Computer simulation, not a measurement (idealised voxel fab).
Process module name: voxel lift off
Square cell edge 5 nm, section width 215 nm, ID cut.
Reading order for cross-sections: top band down to bottom band. Underlying form: a grid of square cells. Band size: one or more rows of cells.
Band entry format. Leading values: height of top, height of bottom, nm. Remainder: materials in left-to-right order, each with its width in nm. Special words: "edge to edge" on a single material, which then fills the band edge to edge; "blank", empty space.
Zero point of the height axis is 0; under it, received wafer = one material. Lowest band: continues down indefinitely, "0..down".
With a width like "30->40", each row of cells in the band differs from the next by the same amount, the top row carrying the first number and the bottom row the second.
Take "identical to before" at face value: in the step it is given for, the cross-section changed in none of its cells.
Voids, enclosed: empty space of 8 cells or more with no open way to the top, each as width x height at its distance from the left edge, in nm
Post-settings text on a step line: simulator's own remark regarding the step.
overlay nm: right-of-plan distance of the mask on a masked step; negative values mean left-of-plan.
### Steps planned for the process
1 RECEIVE [material Si]
2 CONFORMAL_DEP [material SiN] [thk nm 5]
3 PATTERN [tone open] [mask id LINES] [material resist] [width nm 25] [pitch nm 50] [thk nm 25] [overlay nm 0]
4 DIRECTIONAL_DEP [material Ru] [thk nm 15]
5 STRIP [etch materials resist]
6 CONFORMAL_DEP [material SiN] [thk nm 5]
### First of two wafers: run as planned
### Wafer at receipt (post step 1), cross-section
0..down: Si edge to edge
Voids, enclosed: none
### Step 2 complete: cross-section through the wafer
5..0: SiN edge to edge
No changes below 0.
### Step 3 complete: cross-section through the wafer
30..5: resist 20  blank 25  resist 25  blank 25  resist 25  blank 25  resist 25  blank 25  resist 20
No changes below 5.
### Step 4 complete: cross-section through the wafer
45..30: Ru 20  blank 25  Ru 25  blank 25  Ru 25  blank 25  Ru 25  blank 25  Ru 20
30..20: resist 20  blank 25  resist 25  blank 25  resist 25  blank 25  resist 25  blank 25  resist 20
20..5: resist 20  Ru 25  resist 25  Ru 25  resist 25  Ru 25  resist 25  Ru 25  resist 20
No changes below 5.
### Step 5 complete: cross-section through the wafer
20..5: blank 20  Ru 25  blank 25  Ru 25  blank 25  Ru 25  blank 25  Ru 25  blank 20
No changes below 5.
### Step 6 complete: cross-section through the wafer
25..20: blank 15  SiN 35  blank 15  SiN 35  blank 15  SiN 35  blank 15  SiN 35  blank 15
20..10: blank 15  SiN 5  Ru 25  SiN 5  blank 15  SiN 5  Ru 25  SiN 5  blank 15  SiN 5  Ru 25  SiN 5  blank 15  SiN 5  Ru 25  SiN 5  blank 15
10..5: SiN 20  Ru 25  SiN 25  Ru 25  SiN 25  Ru 25  SiN 25  Ru 25  SiN 20
No changes below 5.
### second wafer: like start, like plan, one mistake. Through step 4 it matches the first wafer
### Second wafer profile in section, at the moment step 5 of the plan was meant to be complete
20..5: blank 20  Ru 25  blank 25  Ru 25  blank 25  Ru 25  blank 25  Ru 25  blank 20
No changes below 5.
### Second wafer profile in section, at the moment step 6 of the plan was meant to be complete
25..20: blank 15  SiN 35  blank 15  SiN 35  blank 15  SiN 35  blank 15  SiN 35  blank 15
20..10: blank 15  SiN 5  Ru 25  SiN 5  blank 15  SiN 5  Ru 25  SiN 5  blank 15  SiN 5  Ru 25  SiN 5  blank 15  SiN 5  Ru 25  SiN 5  blank 15
10..5: SiN 20  Ru 25  SiN 25  Ru 25  SiN 25  Ru 25  SiN 25  Ru 25  SiN 20
No changes below 5.
Error vs. plan: step 5, plan: ran twice
Outcome: the two wafer cross-sections end up identical, and the model's computation is unaffected by the mistake.
